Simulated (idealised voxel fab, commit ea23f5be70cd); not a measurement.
You're looking at the process module voxel wiring stack.
200 nm wide, 5 nm square cells: that's cross-section cut.
Each cross-section below is a grid of square cells, stated as bands in top-down order, with one or more rows of cells making up each band. Per band: top height and bottom height in nm, followed by the left-to-right materials and their widths in nm; "all across" marks a single material spanning edge to edge, "empty" marks empty space. Heights are expressed relative to 0, this being the level below which the as-received wafer comprises one material exclusively. The lowest band is unbounded in the downward direction and is denoted as in "0 and below". When a width is written as two numbers, as in "30->40", the first number is the width in the top row of cells of the band and the second is the width in its bottom row, and the width changes by the same amount from each row to the next. Key: "no change" - step with no changed cell in the cross-section. Any empty space of 8 cells or more lacking an open way to the top shows up in "Closed void entries" as width x height at distance, distance from the left edge, in nm. Text after the settings on a step's line: the simulator's own remark on that step. If you see "overlay nm" on a step's line and that step has a mask, it's telling you how far right of where it was planned the mask ended up; a negative number means it went left instead.
# Steps in the process plan
1,RECEIVE | material Si
2,CONFORMAL_DEP | material SiO2 | thk nm 10
3,DIRECTIONAL_DEP | material TiN | thk nm 5
4,DIRECTIONAL_DEP | material W | thk nm 15
5,DIRECTIONAL_DEP | material aC | thk nm 10
6,PATTERN | tone cover | mask id METAL_1 | material resist | width nm 30 | pitch nm 60 | thk nm 25 | overlay nm 0
7,DIRECTIONAL_ETCH | etch materials aC | depth nm 10
8,STRIP | etch materials resist
9,DIRECTIONAL_ETCH | etch materials W | depth nm 15
10,DIRECTIONAL_ETCH | etch materials TiN | depth nm 5
11,STRIP | etch materials aC
12,FILL_DEP | material lowk | thk nm 10
13,CMP | height nm 20
14,CONFORMAL_DEP | material SiCN | thk nm 5
15,DIRECTIONAL_DEP | material SiO2 | thk nm 30
16,MASKED_ETCH | tone open | mask id METAL_2_HOLES | width nm 15 | pitch nm 120 | etch materials SiO2 | depth nm 30 | overlay nm 0
17,MASKED_ETCH | tone open | mask id METAL_2 | width nm 30 | pitch nm 60 | etch materials SiO2 | depth nm 15 | overlay nm 0
18,MASKED_ETCH | tone open | mask id METAL_2 | width nm 30 | pitch nm 60 | etch materials SiCN | depth nm 5 | overlay nm 0
19,CONFORMAL_DEP | material TiN | thk nm 5
20,FILL_DEP | material Ru | thk nm 5
21,CMP | height nm 65
22,CONFORMAL_DEP | material SiCN | thk nm 5
23,DIRECTIONAL_DEP | material SiO2 | thk nm 15
24,MASKED_ETCH | tone open | mask id PLUG_2 | width nm 15 | pitch nm 60 | etch materials SiO2 | depth nm 15 | overlay nm 0
25,MASKED_ETCH | tone open | mask id PLUG_2 | width nm 15 | pitch nm 60 | etch materials SiCN | depth nm 5 | overlay nm 0
26,EPI | material Ru | thk nm 10
27,EPI | material Ru | thk nm 10
28,CONFORMAL_DEP | material SiN | thk nm 5
29,DIRECTIONAL_DEP | material SiO2 | thk nm 25
30,PATTERN | tone open | mask id METAL_3 | material resist | width nm 30 | pitch nm 60 | thk nm 20 | overlay nm 0
31,DIRECTIONAL_ETCH | etch materials SiO2 | depth nm 25
32,DIRECTIONAL_ETCH | etch materials SiN | depth nm 5
33,STRIP | etch materials resist
34,CONFORMAL_DEP | material TiN | thk nm 5
35,FILL_DEP | material Ru | thk nm 5
36,CMP | height nm 115
37,CONFORMAL_DEP | material SiN | thk nm 5
What sets these wafers apart? The height nm at step 13. They all start alike, and the plan carries the first wafer's value.
# As-received state after step 1, first of several wafers, cross-section
> 0 and below | Si all across
> Closed void entries: none
# End of the module, past its last step, step 37: how the first of several wafers looks in cross-section
> 120 down to 115 | SiN all across
> 115 down to 90 | 25 of SiO2, then 5 of TiN, then 20 of Ru, then 5 of TiN, then 30 of SiO2, then 5 of TiN, then 20 of Ru, then 5 of TiN, then 30 of SiO2, then 5 of TiN, then 20 of Ru, then 5 of TiN, then 25 of SiO2
> 90 down to 85 | 25 of SiN, then 30 of TiN, then 30 of SiN, then 30 of TiN, then 30 of SiN, then 30 of TiN, then 25 of SiN
> 85 down to 70 | 25 of SiO2, then 15 of Ru, then 45 of SiO2, then 15 of Ru, then 45 of SiO2, then 15 of Ru, then 40 of SiO2
> 70 down to 65 | 25 of SiCN, then 15 of Ru, then 45 of SiCN, then 15 of Ru, then 45 of SiCN, then 15 of Ru, then 40 of SiCN
> 65 down to 60 | Ru all across
> 60 down to 55 | 30 of TiN, then 20 of Ru, then 40 of TiN, then 20 of Ru, then 40 of TiN, then 20 of Ru, then 30 of TiN
> 55 down to 45 | 25 of SiO2, then 5 of TiN, then 20 of Ru, then 5 of TiN, then 30 of SiO2, then 5 of TiN, then 20 of Ru, then 5 of TiN, then 30 of SiO2, then 5 of TiN, then 20 of Ru, then 5 of TiN, then 25 of SiO2
> 45 down to 40 | 25 of SiO2, then 5 of TiN, then 5 of Ru, then 20 of TiN, then 30 of SiO2, then 30 of TiN, then 30 of SiO2, then 5 of TiN, then 5 of Ru, then 20 of TiN, then 25 of SiO2
> 40 down to 25 | 25 of SiO2, then 5 of TiN, then 5 of Ru, then 5 of TiN, then 105 of SiO2, then 5 of TiN, then 5 of Ru, then 5 of TiN, then 40 of SiO2
> 25 down to 20 | 25 of SiCN, then 15 of TiN, then 105 of SiCN, then 15 of TiN, then 40 of SiCN
> 20 down to 15 | 25 of lowk, then 30 of W, then 30 of lowk, then 30 of W, then 30 of lowk, then 30 of W, then 25 of lowk
> 15 down to 10 | 25 of lowk, then 30 of TiN, then 30 of lowk, then 30 of TiN, then 30 of lowk, then 30 of TiN, then 25 of lowk
> 10 down to 0 | SiO2 all across
> 0 and below | Si all across
> Closed void entries: none
# Last wafer, end of module, cross-section
> 120 down to 115 | SiN all across
> 115 down to 90 | 25 of SiO2, then 5 of TiN, then 20 of Ru, then 5 of TiN, then 30 of SiO2, then 5 of TiN, then 20 of Ru, then 5 of TiN, then 30 of SiO2, then 5 of TiN, then 20 of Ru, then 5 of TiN, then 25 of SiO2
> 90 down to 85 | 25 of SiN, then 30 of TiN, then 30 of SiN, then 30 of TiN, then 30 of SiN, then 30 of TiN, then 25 of SiN
> 85 down to 70 | 25 of SiO2, then 15 of Ru, then 45 of SiO2, then 15 of Ru, then 45 of SiO2, then 15 of Ru, then 40 of SiO2
> 70 down to 65 | 25 of SiCN, then 15 of Ru, then 45 of SiCN, then 15 of Ru, then 45 of SiCN, then 15 of Ru, then 40 of SiCN
> 65 down to 60 | 25 of SiO2, then 5 of TiN, then 5 of Ru, then 20 of TiN, then 30 of SiO2, then 30 of TiN, then 30 of SiO2, then 5 of TiN, then 5 of Ru, then 20 of TiN, then 25 of SiO2
> 60 down to 45 | 25 of SiO2, then 5 of TiN, then 5 of Ru, then 5 of TiN, then 105 of SiO2, then 5 of TiN, then 5 of Ru, then 5 of TiN, then 40 of SiO2
> 45 down to 40 | 25 of SiCN, then 15 of TiN, then 105 of SiCN, then 15 of TiN, then 40 of SiCN
> 40 down to 30 | lowk all across
> 30 down to 15 | 25 of lowk, then 30 of W, then 30 of lowk, then 30 of W, then 30 of lowk, then 30 of W, then 25 of lowk
> 15 down to 10 | 25 of lowk, then 30 of TiN, then 30 of lowk, then 30 of TiN, then 30 of lowk, then 30 of TiN, then 25 of lowk
> 10 down to 0 | SiO2 all across
> 0 and below | Si all across
> Closed void entries: none
# Below is a per-wafer table. In it, each row describes the wafer at the end of the module by giving, for each material, the number of cells gained (+) or lost (-) since the wafer was received, and after that the closed voids of the wafer
height nm 20 | +180 Ru | +65 SiCN | +62 SiN | +451 SiO2 | +140 TiN | +18 W | +44 lowk | Closed void entries: none
height nm 25 | +140 Ru | +65 SiCN | +62 SiN | +451 SiO2 | +140 TiN | +36 W | +66 lowk | Closed void entries: none
height nm 30 | +128 Ru | +65 SiCN | +62 SiN | +451 SiO2 | +112 TiN | +54 W | +88 lowk | Closed void entries: none
height nm 35 | +116 Ru | +65 SiCN | +62 SiN | +429 SiO2 | +106 TiN | +54 W | +128 lowk | Closed void entries: none
height nm 40 | +104 Ru | +65 SiCN | +62 SiN | +407 SiO2 | +100 TiN | +54 W | +168 lowk | Closed void entries: none
